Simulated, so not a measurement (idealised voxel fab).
process module | voxel self aligned vias
cross-section cut | 250 nm wide | cells 5 nm
A cross-section is a grid of square cells, given in bands from the top down. A band is one or more rows of cells.
Each band's line starts with the height of the band's top and of its bottom, in nm. Then come its materials from left to right, each with its width in nm. One material with "throughout" fills the band from edge to edge. "air" is empty space.
Height 0 is the level under which the wafer as received is all one material. The lowest band goes on downwards, as in "0 down".
A width such as "30 to 40" changes by the same amount from each row of cells to the next, from the band's top row to its bottom row.
"no change" after a step means that no cell of the cross-section changed.
closed voids: empty space of 8 cells or more with no open way to the top, each as width x height at its distance from the left edge, in nm
after a step's settings: what the simulator itself notes on the step
overlay nm, on a step with a mask: how far to the right of its planned place the mask lay; to the left if negative
plan
1 op RECEIVE | material Si
2 op CONFORMAL_DEP | material SiO2 | thk nm 15
3 op CONFORMAL_DEP | material SiCN | thk nm 5
4 op DIRECTIONAL_DEP | material SiO2 | thk nm 30
5 op PATTERN | tone open | mask id LINES | material resist | width nm 30 | pitch nm 65 | thk nm 15 | overlay nm 0
6 op DIRECTIONAL_ETCH | etch materials SiO2 | depth nm 30
7 op STRIP | etch materials resist
8 op CONFORMAL_DEP | material TiN | thk nm 5
9 op FILL_DEP | material Ru | thk nm 5
10 op CMP | height nm 50
11 op SELECTIVE_ETCH | etch materials W Ru TiN | depth nm 5
12 op FILL_DEP | material SiN | thk nm 10
13 op CMP | height nm 50
14 op DIRECTIONAL_DEP | material SiO2 | thk nm 15
15 op MASKED_ETCH | tone open | mask id VIAS | width nm 50 | pitch nm 65 | etch materials SiO2 | depth nm 15 | overlay nm 0
16 op MASKED_ETCH | tone open | mask id VIAS | width nm 50 | pitch nm 65 | etch materials SiN | depth nm 5 | overlay nm 0
17 op CONFORMAL_DEP | material TiN | thk nm 5
18 op FILL_DEP | material W | thk nm 10
19 op CMP | height nm 65
20 op CONFORMAL_DEP | material SiN | thk nm 5
as received, after step 1
  0 down: Si throughout
  closed voids: none
a wafer at the end: this start, this plan, one mistake
  70 to 65: SiN throughout
  65 to 55: SiO2 65 | TiN 5 | W 40 | TiN 5 | SiO2 15 | TiN 5 | W 40 | TiN 5 | SiO2 70
  55 to 50: SiO2 65 | TiN 50 | SiO2 15 | TiN 50 | SiO2 70
  50 to 45: SiCN throughout
  45 to 0: SiO2 throughout
  0 down: Si throughout
  closed voids: none
what went wrong: steps 3 and 4 were swapped
